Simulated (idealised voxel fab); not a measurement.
The following is a process module called voxel fin reveal.
cross-section cut | 245 nm wide | cells 5 nm
Cross-section format: a grid of square cells, given as bands from top to bottom; each band is one or more rows of cells.
Look at the band entry: it leads with the top's height and the bottom's height in nm. Then it lists the materials left to right, with a width in nm for each. The word "all across" on a single material says that material fills the band edge to edge. The word "air" is empty space.
Below 0: as-received wafer, all one material; heights counted from there. Lowest band: no bottom, goes on down, written "0 -> down".
Top row gets the first number, bottom row gets the second, and each row in between changes by the same step: that is how a band width like "30 to 40" works.
"changes: none" -> step changed no cross-section cell.
"Enclosed cavities" - sealed voids, min. 8 cells, no opening to top; format: width x height at distance (distance from left edge; nm throughout).
Anything after a step's settings on that line? It's the simulator's own note about the step.
"overlay nm" answers the question of how far to the right of plan the mask lay on a step that has a mask, and when it is negative the answer is to the left.

Process steps (planned)
1: RECEIVE with material Si
2: CONFORMAL_DEP with material SiN, thk nm 10
3: DIRECTIONAL_DEP with material aC, thk nm 15
4: PATTERN with tone cover, mask id FINS, material resist, width nm 15, pitch nm 45, thk nm 30, overlay nm 0
5: DIRECTIONAL_ETCH with etch materials aC, depth nm 15
6: STRIP with etch materials resist
7: DIRECTIONAL_ETCH with etch materials SiN, depth nm 10
8: DIRECTIONAL_ETCH with etch materials Si, depth nm 30
9: STRIP with etch materials aC
10: FILL_DEP with material SiO2, thk nm 10
11: CMP with height nm 10
12: SELECTIVE_ETCH with etch materials SiO2, depth nm 20
13: STRIP with etch materials SiN
14: CONFORMAL_DEP with material SiO2, thk nm 5

As-received state of the wafer in cross-section, equivalent to post-step 1
> 0 -> down = Si all across
> Enclosed cavities: none

Post-module cross-section: identical start and plan to those above, one misstep in execution
> 5 -> 0 = SiO2 95 | air 5 | SiO2 40 | air 5 | SiO2 100
> 0 -> -5 = Si 90 | SiO2 5 | air 5 | SiO2 5 | Si 30 | SiO2 5 | air 5 | SiO2 5 | Si 95
> -5 -> -30 = Si 90 | SiO2 15 | Si 30 | SiO2 15 | Si 95
> -30 -> down = Si all across
> Enclosed cavities: none
What was done differently from what was planned? step 4 was not run as planned; what actually ran was PATTERN with tone open, mask id FINS, material resist, width nm 15, pitch nm 45, thk nm 30, overlay nm 0
